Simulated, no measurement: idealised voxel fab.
Name of the process module below: voxel gate over fins
Cross-sectional view cut (width: 165 nm; square cell size: 5 nm).
The cross-sections in this document take the form of a grid made of square cells. They are written out as bands, in order from top to bottom. Each band consists of one or more rows of cells.
Top height, bottom height, nm. Materials left to right, width each, nm. Single material + "throughout" = fills band edge to edge. "empty" = empty.
Note: height 0 marks the level under which the wafer is uniformly one material as received. Lowest band unbounded below, written "z 0 and below".
A width such as "30..40" changes by the same amount from each row of cells to the next, from the band's top row to its bottom row.
A step reported as "stayed the same" is a step in which no cell of the cross-section changed.
Reported under the label "Voids, enclosed" are the empty spaces having no open way to the top and comprising 8 cells or more; the notation for each is width x height at distance, in which the distance is measured from the left edge and all three values are in nm.
What comes after the settings on a step's line is commentary from the simulator itself on that step.
The optional step-line setting "overlay nm" applies to steps with a mask and quantifies how far to the right of its planned location the mask lay, a negative value indicating leftward placement.
[These are the steps we planned for the process]
1: RECEIVE, material Si
2: CONFORMAL_DEP, material SiN, thk nm 5
3: MASKED_ETCH, tone cover, mask id FINS, width nm 15, pitch nm 45, etch materials SiN, depth nm 5, overlay nm 0
4: MASKED_ETCH, tone cover, mask id FINS, width nm 15, pitch nm 45, etch materials Si, depth nm 30, overlay nm 0
5: OXIDIZE, depth nm 5
6: FILL_DEP, material SiO2, thk nm 10
7: CMP, height nm 5
8: SELECTIVE_ETCH, etch materials SiO2, depth nm 20
9: STRIP, etch materials SiN
10: CONFORMAL_DEP, material HfO2, thk nm 5
11: CONFORMAL_DEP, material TiN, thk nm 5
12: FILL_DEP, material W, thk nm 15
13: CMP, height nm 20
14: CONFORMAL_DEP, material SiN, thk nm 10
[So, the first of our two wafers, run just as we planned it]
[This is the cross-section of the wafer as we received it, i.e. after step 1]
	z 0 and below: Si throughout
	Voids, enclosed: none
[After step 2, in cross-section]
	z 5 to 0: SiN throughout
	At heights below 0, the structure remains unaltered.
[After step 3, in cross-section]
	z 5 to 0: 30 nm empty / 15 nm SiN / 30 nm empty / 15 nm SiN / 30 nm empty / 15 nm SiN / 30 nm empty
	At heights below 0, the structure remains unaltered.
[After step 4, in cross-section]
	z 5 to 0: 30 nm empty / 15 nm SiN / 30 nm empty / 15 nm SiN / 30 nm empty / 15 nm SiN / 30 nm empty
	z 0 to -30: 30 nm empty / 15 nm Si / 30 nm empty / 15 nm Si / 30 nm empty / 15 nm Si / 30 nm empty
	At heights below -30, the structure remains unaltered.
[After step 5, in cross-section]
	z 5 to 0: 30 nm empty / 15 nm SiN / 30 nm empty / 15 nm SiN / 30 nm empty / 15 nm SiN / 30 nm empty
	z 0 to -30: 30 nm empty / 5 nm SiO2 / 5 nm Si / 5 nm SiO2 / 30 nm empty / 5 nm SiO2 / 5 nm Si / 5 nm SiO2 / 30 nm empty / 5 nm SiO2 / 5 nm Si / 5 nm SiO2 / 30 nm empty
	z -30 to -35: 35 nm SiO2 / 5 nm Si / 40 nm SiO2 / 5 nm Si / 40 nm SiO2 / 5 nm Si / 35 nm SiO2
	At heights below -35, the structure remains unaltered.
[After step 6, in cross-section]
	z 15 to 5: SiO2 throughout
	z 5 to 0: 30 nm SiO2 / 15 nm SiN / 30 nm SiO2 / 15 nm SiN / 30 nm SiO2 / 15 nm SiN / 30 nm SiO2
	z 0 to -35: 35 nm SiO2 / 5 nm Si / 40 nm SiO2 / 5 nm Si / 40 nm SiO2 / 5 nm Si / 35 nm SiO2
	At heights below -35, the structure remains unaltered.
[After step 7, in cross-section]
	z 5 to 0: 30 nm SiO2 / 15 nm SiN / 30 nm SiO2 / 15 nm SiN / 30 nm SiO2 / 15 nm SiN / 30 nm SiO2
	At heights below 0, the structure remains unaltered.
[After step 8, in cross-section]
	z 5 to 0: 30 nm empty / 15 nm SiN / 30 nm empty / 15 nm SiN / 30 nm empty / 15 nm SiN / 30 nm empty
	z 0 to -15: 35 nm empty / 5 nm Si / 40 nm empty / 5 nm Si / 40 nm empty / 5 nm Si / 35 nm empty
	At heights below -15, the structure remains unaltered.
[After step 9, in cross-section]
	z 0 to -15: 35 nm empty / 5 nm Si / 40 nm empty / 5 nm Si / 40 nm empty / 5 nm Si / 35 nm empty
	At heights below -15, the structure remains unaltered.
[After step 10, in cross-section]
	z 5 to 0: 30 nm empty / 15 nm HfO2 / 30 nm empty / 15 nm HfO2 / 30 nm empty / 15 nm HfO2 / 30 nm empty
	z 0 to -10: 30 nm empty / 5 nm HfO2 / 5 nm Si / 5 nm HfO2 / 30 nm empty / 5 nm HfO2 / 5 nm Si / 5 nm HfO2 / 30 nm empty / 5 nm HfO2 / 5 nm Si / 5 nm HfO2 / 30 nm empty
	z -10 to -15: 35 nm HfO2 / 5 nm Si / 40 nm HfO2 / 5 nm Si / 40 nm HfO2 / 5 nm Si / 35 nm HfO2
	At heights below -15, the structure remains unaltered.
[After step 11, in cross-section]
	z 10 to 5: 25 nm empty / 25 nm TiN / 20 nm empty / 25 nm TiN / 20 nm empty / 25 nm TiN / 25 nm empty
	z 5 to 0: 25 nm empty / 5 nm TiN / 15 nm HfO2 / 5 nm TiN / 20 nm empty / 5 nm TiN / 15 nm HfO2 / 5 nm TiN / 20 nm empty / 5 nm TiN / 15 nm HfO2 / 5 nm TiN / 25 nm empty
	z 0 to -5: 25 nm empty / 5 nm TiN / 5 nm HfO2 / 5 nm Si / 5 nm HfO2 / 5 nm TiN / 20 nm empty / 5 nm TiN / 5 nm HfO2 / 5 nm Si / 5 nm HfO2 / 5 nm TiN / 20 nm empty / 5 nm TiN / 5 nm HfO2 / 5 nm Si / 5 nm HfO2 / 5 nm TiN / 25 nm empty
	z -5 to -10: 30 nm TiN / 5 nm HfO2 / 5 nm Si / 5 nm HfO2 / 30 nm TiN / 5 nm HfO2 / 5 nm Si / 5 nm HfO2 / 30 nm TiN / 5 nm HfO2 / 5 nm Si / 5 nm HfO2 / 30 nm TiN
	At heights below -10, the structure remains unaltered.
[After step 12, in cross-section]
	z 25 to 10: W throughout
	z 10 to 5: 25 nm W / 25 nm TiN / 20 nm W / 25 nm TiN / 20 nm W / 25 nm TiN / 25 nm W
	z 5 to 0: 25 nm W / 5 nm TiN / 15 nm HfO2 / 5 nm TiN / 20 nm W / 5 nm TiN / 15 nm HfO2 / 5 nm TiN / 20 nm W / 5 nm TiN / 15 nm HfO2 / 5 nm TiN / 25 nm W
	z 0 to -5: 25 nm W / 5 nm TiN / 5 nm HfO2 / 5 nm Si / 5 nm HfO2 / 5 nm TiN / 20 nm W / 5 nm TiN / 5 nm HfO2 / 5 nm Si / 5 nm HfO2 / 5 nm TiN / 20 nm W / 5 nm TiN / 5 nm HfO2 / 5 nm Si / 5 nm HfO2 / 5 nm TiN / 25 nm W
	At heights below -5, the structure remains unaltered.
[After step 13, in cross-section]
	z 20 to 10: W throughout
	At heights below 10, the structure remains unaltered.
[After step 14, in cross-section]
	z 30 to 20: SiN throughout
	At heights below 20, the structure remains unaltered.
[The Second Wafer: Common Origin and Plan, One Mistake in Execution, Identical to the First Through Step 9]
[Here is the second wafer in cross-section at the point where step 10 of the plan should have been done]
	z 5 to 0: 30 nm empty / 15 nm TiN / 30 nm empty / 15 nm TiN / 30 nm empty / 15 nm TiN / 30 nm empty
	z 0 to -10: 30 nm empty / 5 nm TiN / 5 nm Si / 5 nm TiN / 30 nm empty / 5 nm TiN / 5 nm Si / 5 nm TiN / 30 nm empty / 5 nm TiN / 5 nm Si / 5 nm TiN / 30 nm empty
	z -10 to -15: 35 nm TiN / 5 nm Si / 40 nm TiN / 5 nm Si / 40 nm TiN / 5 nm Si / 35 nm TiN
	At heights below -15, the structure remains unaltered.
[Here is the second wafer in cross-section at the point where step 11 of the plan should have been done]
	z 10 to 5: 25 nm empty / 25 nm HfO2 / 20 nm empty / 25 nm HfO2 / 20 nm empty / 25 nm HfO2 / 25 nm empty
	z 5 to 0: 25 nm empty / 5 nm HfO2 / 15 nm TiN / 5 nm HfO2 / 20 nm empty / 5 nm HfO2 / 15 nm TiN / 5 nm HfO2 / 20 nm empty / 5 nm HfO2 / 15 nm TiN / 5 nm HfO2 / 25 nm empty
	z 0 to -5: 25 nm empty / 5 nm HfO2 / 5 nm TiN / 5 nm Si / 5 nm TiN / 5 nm HfO2 / 20 nm empty / 5 nm HfO2 / 5 nm TiN / 5 nm Si / 5 nm TiN / 5 nm HfO2 / 20 nm empty / 5 nm HfO2 / 5 nm TiN / 5 nm Si / 5 nm TiN / 5 nm HfO2 / 25 nm empty
	z -5 to -10: 30 nm HfO2 / 5 nm TiN / 5 nm Si / 5 nm TiN / 30 nm HfO2 / 5 nm TiN / 5 nm Si / 5 nm TiN / 30 nm HfO2 / 5 nm TiN / 5 nm Si / 5 nm TiN / 30 nm HfO2
	At heights below -10, the structure remains unaltered.
[Here is the second wafer in cross-section at the point where step 12 of the plan should have been done]
	z 25 to 10: W throughout
	z 10 to 5: 25 nm W / 25 nm HfO2 / 20 nm W / 25 nm HfO2 / 20 nm W / 25 nm HfO2 / 25 nm W
	z 5 to 0: 25 nm W / 5 nm HfO2 / 15 nm TiN / 5 nm HfO2 / 20 nm W / 5 nm HfO2 / 15 nm TiN / 5 nm HfO2 / 20 nm W / 5 nm HfO2 / 15 nm TiN / 5 nm HfO2 / 25 nm W
	z 0 to -5: 25 nm W / 5 nm HfO2 / 5 nm TiN / 5 nm Si / 5 nm TiN / 5 nm HfO2 / 20 nm W / 5 nm HfO2 / 5 nm TiN / 5 nm Si / 5 nm TiN / 5 nm HfO2 / 20 nm W / 5 nm HfO2 / 5 nm TiN / 5 nm Si / 5 nm TiN / 5 nm HfO2 / 25 nm W
	At heights below -5, the structure remains unaltered.
[Here is the second wafer in cross-section at the point where step 13 of the plan should have been done]
	z 20 to 10: W throughout
	At heights below 10, the structure remains unaltered.
[Here is the second wafer in cross-section at the point where step 14 of the plan should have been done]
	z 30 to 20: SiN throughout
	At heights below 20, the structure remains unaltered.
Deviation from plan: sequence error: steps 10 and 11 interchanged
Both wafers, final: cells per material equal; arrangement not.
